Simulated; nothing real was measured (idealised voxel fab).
The following is a process module called voxel plated lines.
Section cut is 255 nm wide and gridded with 5 nm square cells.
We lay out every cross-section as a grid of square cells and spell it out in bands from the top down, where one band means one or more rows of cells. The band entry comprises the height of the band's top followed by the height of its bottom, expressed in nm, and subsequently the band's materials from left to right, each stated together with its width in nm. Where a single material is marked with the word "full width", that material fills the band from edge to edge. The word "empty" represents empty space. We count height from 0. Below that, the starting wafer is all one material. The lowest band never ends at the bottom but goes on down; see "top 0, no bottom" for how that is written. Quick explanation for "30 to 40": the width changes in equal steps down the rows of cells, from the first number in the band's top row to the second number in its bottom row. "remains unaltered", as given for a step, is the statement that not any cell of the cross-section underwent a change during that step. For the entry "Enclosed cavity list", the listed items are empty spaces with no open way to the top whose size is 8 cells or more; each item follows the pattern width x height at distance, where distance is from the left edge and all three are in nm. Formally, on a step line, whatever follows the settings is a remark that the simulator itself makes on the step. When a step includes a mask, the "overlay nm" setting on its line states how far to the right of its planned place that mask lay, and negative values state how far to the left.

Planned process steps
1) op RECEIVE | material Si
2) op CONFORMAL_DEP | material SiO2 | thk nm 15
3) op DIRECTIONAL_DEP | material TiN | thk nm 5
4) op PATTERN | tone open | mask id LINES | material resist | width nm 15 | pitch nm 40 | thk nm 40 | overlay nm 0
5) op EPI | material Ru | thk nm 10
6) op EPI | material Ru | thk nm 5
7) op EPI | material Ru | thk nm 5
8) op STRIP | etch materials resist
9) op DIRECTIONAL_ETCH | etch materials TiN | depth nm 5
10) op CONFORMAL_DEP | material SiCN | thk nm 10
Don't read the plan's width nm for step 4 as applying to every wafer: that's the first wafer's value, and the wafers differ in it, though they all start identical.

Here's the first of the wafers in cross-section, just as we got it, i.e. after step 1
	top 0, no bottom: Si full width
	Enclosed cavity list: none

Below is a per-wafer table. In it, each row describes the wafer at the end of the module by giving, for each material, the number of cells gained (+) or lost (-) since the wafer was received, and after that the closed voids of the wafer
width nm 15; +36 Ru; +162 SiCN; +153 SiO2; +9 TiN; Enclosed cavity list: none
width nm 20; +48 Ru; +162 SiCN; +153 SiO2; +12 TiN; Enclosed cavity list: none
width nm 25; +60 Ru; +152 SiCN; +153 SiO2; +15 TiN; Enclosed cavity list: none
